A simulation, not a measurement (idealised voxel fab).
Process module heading - voxel transistor to metal
Section shown: cut. Width: 140 nm. Cell size: 5 nm, square.
Format of a cross-section: grid, square cells. Given as bands. Order: top down. Band: one or more rows of cells. In this notation a band is specified by the heights of its top and bottom, in that order and in nm, after which its materials appear from left to right, each paired with its width in nm. The word "throughout" attached to a single material means that material fills the band from edge to edge; the word "air" stands for empty space. Note: height 0 marks the level under which the wafer is uniformly one material as received. Lowest band unbounded below, written "z 0 and below". Quick explanation for "30->40": the width changes in equal steps down the rows of cells, from the first number in the band's top row to the second number in its bottom row. Reading "no change" for a step: not a cell of the cross-section changed in it. The label "Sealed voids" introduces a list of the empty spaces, 8 cells or larger, that have no open way up to the top; each entry in it reads width x height at distance, where the distance is taken from the left edge and all three are stated in nm. Text after the settings on a step's line: the simulator's own remark on that step. Steps that use a mask can have "overlay nm" on their line. It says how far the mask sat to the right of where it was meant to be. Negative means to the left.

## plan
- 1: RECEIVE,material Si
- 2: CONFORMAL_DEP,material SiO2,thk nm 5
- 3: CONFORMAL_DEP,material SiN,thk nm 10
- 4: MASKED_ETCH,tone cover,mask id ACTIVE,width nm 100,etch materials SiN,depth nm 10,overlay nm 0
- 5: MASKED_ETCH,tone cover,mask id ACTIVE,width nm 100,etch materials SiO2,depth nm 5,overlay nm 0
- 6: MASKED_ETCH,tone cover,mask id ACTIVE,width nm 100,etch materials Si,depth nm 35,overlay nm 0
- 7: FILL_DEP,material SiO2,thk nm 10
- 8: CMP,height nm 15
- 9: SELECTIVE_ETCH,etch materials SiO2,depth nm 5
- 10: STRIP,etch materials SiN
- 11: SELECTIVE_ETCH,etch materials SiO2,depth nm 5
- 12: OXIDIZE,depth nm 5
- 13: DIRECTIONAL_DEP,material polySi,thk nm 25
- 14: DIRECTIONAL_DEP,material SiCN,thk nm 10
- 15: MASKED_ETCH,tone cover,mask id GATE,width nm 30,etch materials SiCN,depth nm 20,overlay nm 0
- 16: MASKED_ETCH,tone cover,mask id GATE,width nm 30,etch materials polySi,depth nm 35,overlay nm 0
- 17: CONFORMAL_DEP,material SiN,thk nm 10
- 18: DIRECTIONAL_ETCH,etch materials SiN,depth nm 10
- 19: DIRECTIONAL_ETCH,etch materials SiO2,depth nm 5
- 20: DIRECTIONAL_ETCH,etch materials Si,depth nm 15
- 21: EPI,material SiGe,thk nm 15
- 22: FILL_DEP,material SiO2,thk nm 10
- 23: CMP,height nm 25
- 24: STRIP,etch materials polySi
- 25: SELECTIVE_ETCH,etch materials SiO2,depth nm 5
- 26: CONFORMAL_DEP,material HfO2,thk nm 5
- 27: CONFORMAL_DEP,material TiN,thk nm 5
- 28: FILL_DEP,material W,thk nm 10
- 29: CMP,height nm 20
- 30: DIRECTIONAL_DEP,material SiO2,thk nm 10
- 31: MASKED_ETCH,tone open,mask id CONTACT,width nm 15,pitch nm 75,etch materials SiO2,depth nm 20,overlay nm 0
- 32: CONFORMAL_DEP,material TiN,thk nm 5
- 33: FILL_DEP,material W,thk nm 10
- 34: CMP,height nm 30
- 35: CONFORMAL_DEP,material SiN,thk nm 5
- 36: DIRECTIONAL_DEP,material lowk,thk nm 20
- 37: MASKED_ETCH,tone open,mask id METAL_1,width nm 15,pitch nm 75,etch materials lowk,depth nm 20,overlay nm 0
- 38: MASKED_ETCH,tone open,mask id METAL_1,width nm 15,pitch nm 75,etch materials SiN,depth nm 5,overlay nm 0
- 39: CONFORMAL_DEP,material TiN,thk nm 5
- 40: FILL_DEP,material Cu,thk nm 10
- 41: CMP,height nm 55
- 42: CONFORMAL_DEP,material SiN,thk nm 5

## Wafer at receipt (post step 1), cross-section
- z 0 and below | Si throughout
- Sealed voids: none

## Module complete - cross-section of the first of two wafers, run according to plan
- z 60 to 55 | SiN throughout
- z 55 to 35 | 25 of lowk / 5 of TiN / 5 of Cu / 5 of TiN / 60 of lowk / 5 of TiN / 5 of Cu / 5 of TiN / 25 of lowk
- z 35 to 30 | 25 of SiN / 15 of TiN / 60 of SiN / 15 of TiN / 25 of SiN
- z 30 to 20 | 25 of SiO2 / 5 of TiN / 5 of W / 5 of TiN / 60 of SiO2 / 5 of TiN / 5 of W / 5 of TiN / 25 of SiO2
- z 20 to 15 | 25 of SiO2 / 5 of TiN / 5 of W / 5 of TiN / 5 of SiO2 / 10 of SiN / 5 of HfO2 / 5 of TiN / 10 of W / 5 of TiN / 5 of HfO2 / 10 of SiN / 5 of SiO2 / 5 of TiN / 5 of W / 5 of TiN / 25 of SiO2
- z 15 to 10 | 25 of SiO2 / 15 of TiN / 5 of SiO2 / 10 of SiN / 5 of HfO2 / 5 of TiN / 10 of W / 5 of TiN / 5 of HfO2 / 10 of SiN / 5 of SiO2 / 15 of TiN / 25 of SiO2
- z 10 to 5 | 20 of SiO2 / 25 of SiGe / 10 of SiN / 5 of HfO2 / 5 of TiN / 10 of W / 5 of TiN / 5 of HfO2 / 10 of SiN / 25 of SiGe / 20 of SiO2
- z 5 to 0 | 15 of SiO2 / 10 of SiN / 20 of SiGe / 10 of SiN / 5 of HfO2 / 20 of TiN / 5 of HfO2 / 10 of SiN / 20 of SiGe / 10 of SiN / 15 of SiO2
- z 0 to -5 | 25 of SiO2 / 20 of SiGe / 5 of SiO2 / 40 of HfO2 / 5 of SiO2 / 20 of SiGe / 25 of SiO2
- z -5 to -20 | 20 of SiO2 / 5 of Si / 20 of SiGe / 50 of Si / 20 of SiGe / 5 of Si / 20 of SiO2
- z -20 to -35 | 20 of SiO2 / 100 of Si / 20 of SiO2
- z -35 and below | Si throughout
- Sealed voids: none

## Wafer two, sectioned after the module: the first wafer's start, the first wafer's plan, and one mistake in how it was run
- z 60 to 55 | SiN throughout
- z 55 to 35 | 25 of lowk / 5 of TiN / 5 of Cu / 5 of TiN / 60 of lowk / 5 of TiN / 5 of Cu / 5 of TiN / 25 of lowk
- z 35 to 30 | 25 of SiN / 15 of TiN / 60 of SiN / 15 of TiN / 25 of SiN
- z 30 to 25 | 25 of SiO2 / 5 of TiN / 5 of W / 5 of TiN / 60 of SiO2 / 5 of TiN / 5 of W / 5 of TiN / 25 of SiO2
- z 25 to 20 | 25 of SiO2 / 15 of TiN / 60 of SiO2 / 15 of TiN / 25 of SiO2
- z 20 to 15 | 40 of TiN / 20 of HfO2 / 5 of TiN / 10 of W / 5 of TiN / 20 of HfO2 / 40 of TiN
- z 15 to 10 | 45 of HfO2 / 10 of SiN / 5 of HfO2 / 5 of TiN / 10 of W / 5 of TiN / 5 of HfO2 / 10 of SiN / 45 of HfO2
- z 10 to 5 | 20 of SiO2 / 25 of SiGe / 10 of SiN / 5 of HfO2 / 5 of TiN / 10 of W / 5 of TiN / 5 of HfO2 / 10 of SiN / 25 of SiGe / 20 of SiO2
- z 5 to 0 | 15 of SiO2 / 10 of SiN / 20 of SiGe / 10 of SiN / 5 of HfO2 / 20 of TiN / 5 of HfO2 / 10 of SiN / 20 of SiGe / 10 of SiN / 15 of SiO2
- z 0 to -5 | 25 of SiO2 / 20 of SiGe / 5 of SiO2 / 40 of HfO2 / 5 of SiO2 / 20 of SiGe / 25 of SiO2
- z -5 to -20 | 20 of SiO2 / 5 of Si / 20 of SiGe / 50 of Si / 20 of SiGe / 5 of Si / 20 of SiO2
- z -20 to -35 | 20 of SiO2 / 100 of Si / 20 of SiO2
- z -35 and below | Si throughout
- Sealed voids: none
What went wrong in running the wafer? step 23 ran differently from the plan; actual operation with settings: CMP,height nm 15
Final comparison by cell count, materials where the second wafer has more or fewer than the first: HfO2: 24 more | SiN: 4 fewer | SiO2: 24 fewer | TiN: 8 more | W: 4 fewer
